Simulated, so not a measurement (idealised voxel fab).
process module | voxel trench capacitor
cross-section cut | 300 nm wide | cells 5 nm
A cross-section is a grid of square cells, given in bands from the top down. A band is one or more rows of cells.
Each band's line starts with the height of the band's top and of its bottom, in nm. Then come its materials from left to right, each with its width in nm. One material with "throughout" fills the band from edge to edge. "air" is empty space.
Height 0 is the level under which the wafer as received is all one material. The lowest band goes on downwards, as in "0 down".
A width such as "30 to 40" changes by the same amount from each row of cells to the next, from the band's top row to its bottom row.
"no change" after a step means that no cell of the cross-section changed.
closed voids: empty space of 8 cells or more with no open way to the top, each as width x height at its distance from the left edge, in nm
after a step's settings: what the simulator itself notes on the step
overlay nm, on a step with a mask: how far to the right of its planned place the mask lay; to the left if negative
plan
1 op RECEIVE | material Si
2 op CONFORMAL_DEP | material SiN | thk nm 10
3 op PATTERN | tone open | mask id TRENCH | material resist | width nm 30 | pitch nm 60 | thk nm 15 | overlay nm 0
4 op DIRECTIONAL_ETCH | etch materials SiN | depth nm 10
5 op DIRECTIONAL_ETCH | etch materials Si | depth nm 30
6 op STRIP | etch materials resist
7 op CONFORMAL_DEP | material HfO2 | thk nm 5
8 op CONFORMAL_DEP | material TiN | thk nm 5
9 op FILL_DEP | material W | thk nm 10
10 op CMP | height nm 10
as received, after step 1
  0 down: Si throughout
  closed voids: none
first wafer at the end, as planned
  10 to 0: SiN 45 | HfO2 5 | TiN 5 | W 10 | TiN 5 | HfO2 5 | SiN 30 | HfO2 5 | TiN 5 | W 10 | TiN 5 | HfO2 5 | SiN 30 | HfO2 5 | TiN 5 | W 10 | TiN 5 | HfO2 5 | SiN 30 | HfO2 5 | TiN 5 | W 10 | TiN 5 | HfO2 5 | SiN 45
  0 to -20: Si 45 | HfO2 5 | TiN 5 | W 10 | TiN 5 | HfO2 5 | Si 30 | HfO2 5 | TiN 5 | W 10 | TiN 5 | HfO2 5 | Si 30 | HfO2 5 | TiN 5 | W 10 | TiN 5 | HfO2 5 | Si 30 | HfO2 5 | TiN 5 | W 10 | TiN 5 | HfO2 5 | Si 45
  -20 to -25: Si 45 | HfO2 5 | TiN 20 | HfO2 5 | Si 30 | HfO2 5 | TiN 20 | HfO2 5 | Si 30 | HfO2 5 | TiN 20 | HfO2 5 | Si 30 | HfO2 5 | TiN 20 | HfO2 5 | Si 45
  -25 to -30: Si 45 | HfO2 30 | Si 30 | HfO2 30 | Si 30 | HfO2 30 | Si 30 | HfO2 30 | Si 45
  -30 down: Si throughout
  closed voids: none
second wafer at the end: like start, like plan, one mistake
  10 to 0: SiN 45 | HfO2 5 | TiN 5 | W 15 | TiN 5 | HfO2 5 | SiN 25 | HfO2 5 | TiN 5 | W 15 | TiN 5 | HfO2 5 | SiN 25 | HfO2 5 | TiN 5 | W 15 | TiN 5 | HfO2 5 | SiN 25 | HfO2 5 | TiN 5 | W 15 | TiN 5 | HfO2 5 | SiN 40
  0 to -20: Si 45 | HfO2 5 | TiN 5 | W 15 | TiN 5 | HfO2 5 | Si 25 | HfO2 5 | TiN 5 | W 15 | TiN 5 | HfO2 5 | Si 25 | HfO2 5 | TiN 5 | W 15 | TiN 5 | HfO2 5 | Si 25 | HfO2 5 | TiN 5 | W 15 | TiN 5 | HfO2 5 | Si 40
  -20 to -25: Si 45 | HfO2 5 | TiN 25 | HfO2 5 | Si 25 | HfO2 5 | TiN 25 | HfO2 5 | Si 25 | HfO2 5 | TiN 25 | HfO2 5 | Si 25 | HfO2 5 | TiN 25 | HfO2 5 | Si 40
  -25 to -30: Si 45 | HfO2 35 | Si 25 | HfO2 35 | Si 25 | HfO2 35 | Si 25 | HfO2 35 | Si 40
  -30 down: Si throughout
  closed voids: none
what went wrong: step 3 ran as: op PATTERN | tone open | mask id TRENCH | material resist | width nm 35 | pitch nm 60 | thk nm 15 | overlay nm 0
at the end the second wafer has, in cells: 4 more of HfO2 | 24 fewer of Si | 8 fewer of SiN | 4 more of TiN | 24 more of W
